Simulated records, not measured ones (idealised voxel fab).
A process module follows: voxel gate over fins.
150 nm wide, 5 nm square cells: that's cross-section cut.
Heads up, the way a cross-section reads in here is a grid of square cells, handed over as bands from the top down, with every band being one or more rows of cells. A band entry consists of two parts. The first gives the height of the band's top and the height of its bottom, in nm. The rest lists the band's materials from left to right, each with its width in nm. A single material labelled with the word "edge to edge" fills the band from edge to edge, and the word "blank" marks empty space. Height 0 is the level under which the wafer as received is all one material. The lowest band goes on downwards, as in "z 0 and below". Top row gets the first number, bottom row gets the second, and each row in between changes by the same step: that is how a band width like "30..40" works. Basically "nothing changed" means that step didn't change any cell in the cross-section. "Sealed cavities" enumerates empty spaces isolated from the top, with no open way to it, that contain at least 8 cells, giving each as width x height at distance from the left edge, all three in nm. Formally, on a step line, whatever follows the settings is a remark that the simulator itself makes on the step. For masked steps, "overlay nm" on the step line gives how far right of plan the mask actually lay; a minus sign means it lay to the left.
# Process steps foreseen in the plan
1,RECEIVE: material Si
2,CONFORMAL_DEP: material SiN, thk nm 10
3,DIRECTIONAL_DEP: material aC, thk nm 10
4,PATTERN: tone cover, mask id FINS, material resist, width nm 15, pitch nm 35, thk nm 25, overlay nm 0
5,DIRECTIONAL_ETCH: etch materials aC, depth nm 10
6,STRIP: etch materials resist
7,DIRECTIONAL_ETCH: etch materials SiN, depth nm 10
8,DIRECTIONAL_ETCH: etch materials Si, depth nm 35
9,STRIP: etch materials aC
10,FILL_DEP: material SiO2, thk nm 10
11,CMP: height nm 10
12,SELECTIVE_ETCH: etch materials SiO2, depth nm 20
13,STRIP: etch materials SiN
14,CONFORMAL_DEP: material HfO2, thk nm 5
15,CONFORMAL_DEP: material TiN, thk nm 5
16,FILL_DEP: material W, thk nm 15
17,CMP: height nm 20
18,CONFORMAL_DEP: material SiCN, thk nm 5
# Wafer, first of two, run as planned
# Cross-section of the wafer at receipt, which is the condition after step 1
	z 0 and below | Si edge to edge
	Sealed cavities: none
# So this is the wafer cross-section right after step 2
	z 10 to 0 | SiN edge to edge
	Unchanged below 0.
# So this is the wafer cross-section right after step 3
	z 20 to 10 | aC edge to edge
	Unchanged below 10.
# So this is the wafer cross-section right after step 4
	z 45 to 20 | 15 blank  15 resist  20 blank  15 resist  20 blank  15 resist  20 blank  15 resist  15 blank
	Unchanged below 20.
# So this is the wafer cross-section right after step 5
	z 35 to 20 | 15 blank  15 resist  20 blank  15 resist  20 blank  15 resist  20 blank  15 resist  15 blank
	z 20 to 10 | 15 blank  15 aC  20 blank  15 aC  20 blank  15 aC  20 blank  15 aC  15 blank
	Unchanged below 10.
# So this is the wafer cross-section right after step 6
	z 20 to 10 | 15 blank  15 aC  20 blank  15 aC  20 blank  15 aC  20 blank  15 aC  15 blank
	Unchanged below 10.
# So this is the wafer cross-section right after step 7
	z 20 to 10 | 15 blank  15 aC  20 blank  15 aC  20 blank  15 aC  20 blank  15 aC  15 blank
	z 10 to 0 | 15 blank  15 SiN  20 blank  15 SiN  20 blank  15 SiN  20 blank  15 SiN  15 blank
	Unchanged below 0.
# So this is the wafer cross-section right after step 8
	z 20 to 10 | 15 blank  15 aC  20 blank  15 aC  20 blank  15 aC  20 blank  15 aC  15 blank
	z 10 to 0 | 15 blank  15 SiN  20 blank  15 SiN  20 blank  15 SiN  20 blank  15 SiN  15 blank
	z 0 to -35 | 15 blank  15 Si  20 blank  15 Si  20 blank  15 Si  20 blank  15 Si  15 blank
	Unchanged below -35.
# So this is the wafer cross-section right after step 9
	z 10 to 0 | 15 blank  15 SiN  20 blank  15 SiN  20 blank  15 SiN  20 blank  15 SiN  15 blank
	Unchanged below 0.
# So this is the wafer cross-section right after step 10
	z 20 to 10 | SiO2 edge to edge
	z 10 to 0 | 15 SiO2  15 SiN  20 SiO2  15 SiN  20 SiO2  15 SiN  20 SiO2  15 SiN  15 SiO2
	z 0 to -35 | 15 SiO2  15 Si  20 SiO2  15 Si  20 SiO2  15 Si  20 SiO2  15 Si  15 SiO2
	Unchanged below -35.
# So this is the wafer cross-section right after step 11
	z 10 to 0 | 15 SiO2  15 SiN  20 SiO2  15 SiN  20 SiO2  15 SiN  20 SiO2  15 SiN  15 SiO2
	Unchanged below 0.
# So this is the wafer cross-section right after step 12
	z 10 to 0 | 15 blank  15 SiN  20 blank  15 SiN  20 blank  15 SiN  20 blank  15 SiN  15 blank
	z 0 to -10 | 15 blank  15 Si  20 blank  15 Si  20 blank  15 Si  20 blank  15 Si  15 blank
	Unchanged below -10.
# So this is the wafer cross-section right after step 13
	z 0 to -10 | 15 blank  15 Si  20 blank  15 Si  20 blank  15 Si  20 blank  15 Si  15 blank
	Unchanged below -10.
# So this is the wafer cross-section right after step 14
	z 5 to 0 | 10 blank  25 HfO2  10 blank  25 HfO2  10 blank  25 HfO2  10 blank  25 HfO2  10 blank
	z 0 to -5 | 10 blank  5 HfO2  15 Si  5 HfO2  10 blank  5 HfO2  15 Si  5 HfO2  10 blank  5 HfO2  15 Si  5 HfO2  10 blank  5 HfO2  15 Si  5 HfO2  10 blank
	z -5 to -10 | 15 HfO2  15 Si  20 HfO2  15 Si  20 HfO2  15 Si  20 HfO2  15 Si  15 HfO2
	Unchanged below -10.
# So this is the wafer cross-section right after step 15
	z 10 to 5 | 5 blank  140 TiN  5 blank
	z 5 to 0 | 5 blank  5 TiN  25 HfO2  10 TiN  25 HfO2  10 TiN  25 HfO2  10 TiN  25 HfO2  5 TiN  5 blank
	z 0 to -5 | 10 TiN  5 HfO2  15 Si  5 HfO2  10 TiN  5 HfO2  15 Si  5 HfO2  10 TiN  5 HfO2  15 Si  5 HfO2  10 TiN  5 HfO2  15 Si  5 HfO2  10 TiN
	Unchanged below -5.
# So this is the wafer cross-section right after step 16
	z 25 to 10 | W edge to edge
	z 10 to 5 | 5 W  140 TiN  5 W
	z 5 to 0 | 5 W  5 TiN  25 HfO2  10 TiN  25 HfO2  10 TiN  25 HfO2  10 TiN  25 HfO2  5 TiN  5 W
	Unchanged below 0.
# So this is the wafer cross-section right after step 17
	z 20 to 10 | W edge to edge
	Unchanged below 10.
# So this is the wafer cross-section right after step 18
	z 25 to 20 | SiCN edge to edge
	Unchanged below 20.
# The second wafer began exactly as the first did and followed the same plan, but one mistake was made while running it; through step 3 inclusive, the two wafers are identical
# Cross-section, second wafer, at the end time the plan gives for step 4
	z 45 to 20 | 15 resist  15 blank  20 resist  15 blank  20 resist  15 blank  20 resist  15 blank  15 resist
	Unchanged below 20.
# Cross-section, second wafer, at the end time the plan gives for step 5
	z 35 to 20 | 15 resist  15 blank  20 resist  15 blank  20 resist  15 blank  20 resist  15 blank  15 resist
	z 20 to 10 | 15 aC  15 blank  20 aC  15 blank  20 aC  15 blank  20 aC  15 blank  15 aC
	Unchanged below 10.
# Cross-section, second wafer, at the end time the plan gives for step 6
	z 20 to 10 | 15 aC  15 blank  20 aC  15 blank  20 aC  15 blank  20 aC  15 blank  15 aC
	Unchanged below 10.
# Cross-section, second wafer, at the end time the plan gives for step 7
	z 20 to 10 | 15 aC  15 blank  20 aC  15 blank  20 aC  15 blank  20 aC  15 blank  15 aC
	z 10 to 0 | 15 SiN  15 blank  20 SiN  15 blank  20 SiN  15 blank  20 SiN  15 blank  15 SiN
	Unchanged below 0.
# Cross-section, second wafer, at the end time the plan gives for step 8
	z 20 to 10 | 15 aC  15 blank  20 aC  15 blank  20 aC  15 blank  20 aC  15 blank  15 aC
	z 10 to 0 | 15 SiN  15 blank  20 SiN  15 blank  20 SiN  15 blank  20 SiN  15 blank  15 SiN
	z 0 to -35 | 15 Si  15 blank  20 Si  15 blank  20 Si  15 blank  20 Si  15 blank  15 Si
	Unchanged below -35.
# Cross-section, second wafer, at the end time the plan gives for step 9
	z 10 to 0 | 15 SiN  15 blank  20 SiN  15 blank  20 SiN  15 blank  20 SiN  15 blank  15 SiN
	Unchanged below 0.
# Cross-section, second wafer, at the end time the plan gives for step 10
	z 20 to 10 | SiO2 edge to edge
	z 10 to 0 | 15 SiN  15 SiO2  20 SiN  15 SiO2  20 SiN  15 SiO2  20 SiN  15 SiO2  15 SiN
	z 0 to -35 | 15 Si  15 SiO2  20 Si  15 SiO2  20 Si  15 SiO2  20 Si  15 SiO2  15 Si
	Unchanged below -35.
# Cross-section, second wafer, at the end time the plan gives for step 11
	z 10 to 0 | 15 SiN  15 SiO2  20 SiN  15 SiO2  20 SiN  15 SiO2  20 SiN  15 SiO2  15 SiN
	Unchanged below 0.
# Cross-section, second wafer, at the end time the plan gives for step 12
	z 10 to 0 | 15 SiN  15 blank  20 SiN  15 blank  20 SiN  15 blank  20 SiN  15 blank  15 SiN
	z 0 to -10 | 15 Si  15 blank  20 Si  15 blank  20 Si  15 blank  20 Si  15 blank  15 Si
	Unchanged below -10.
# Cross-section, second wafer, at the end time the plan gives for step 13
	z 0 to -10 | 15 Si  15 blank  20 Si  15 blank  20 Si  15 blank  20 Si  15 blank  15 Si
	Unchanged below -10.
# Cross-section, second wafer, at the end time the plan gives for step 14
	z 5 to 0 | 20 HfO2  5 blank  30 HfO2  5 blank  30 HfO2  5 blank  30 HfO2  5 blank  20 HfO2
	z 0 to -5 | 15 Si  5 HfO2  5 blank  5 HfO2  20 Si  5 HfO2  5 blank  5 HfO2  20 Si  5 HfO2  5 blank  5 HfO2  20 Si  5 HfO2  5 blank  5 HfO2  15 Si
	z -5 to -10 | 15 Si  15 HfO2  20 Si  15 HfO2  20 Si  15 HfO2  20 Si  15 HfO2  15 Si
	Unchanged below -10.
# Cross-section, second wafer, at the end time the plan gives for step 15
	z 10 to 5 | TiN edge to edge
	z 5 to 0 | 20 HfO2  5 TiN  30 HfO2  5 TiN  30 HfO2  5 TiN  30 HfO2  5 TiN  20 HfO2
	z 0 to -5 | 15 Si  5 HfO2  5 TiN  5 HfO2  20 Si  5 HfO2  5 TiN  5 HfO2  20 Si  5 HfO2  5 TiN  5 HfO2  20 Si  5 HfO2  5 TiN  5 HfO2  15 Si
	Unchanged below -5.
# Cross-section, second wafer, at the end time the plan gives for step 16
	z 25 to 10 | W edge to edge
	Unchanged below 10.
# Cross-section, second wafer, at the end time the plan gives for step 17
	z 20 to 10 | W edge to edge
	Unchanged below 10.
# Cross-section, second wafer, at the end time the plan gives for step 18
	z 25 to 20 | SiCN edge to edge
	Unchanged below 20.
Want to know what went wrong? step 4 ran differently from the plan; actual operation with settings: PATTERN: tone open, mask id FINS, material resist, width nm 15, pitch nm 35, thk nm 25, overlay nm 0
Counted in cells at the end, the second wafer holds more or fewer of these materials than the first: 42 more of Si | 30 fewer of SiO2 | 8 fewer of TiN | 4 fewer of W
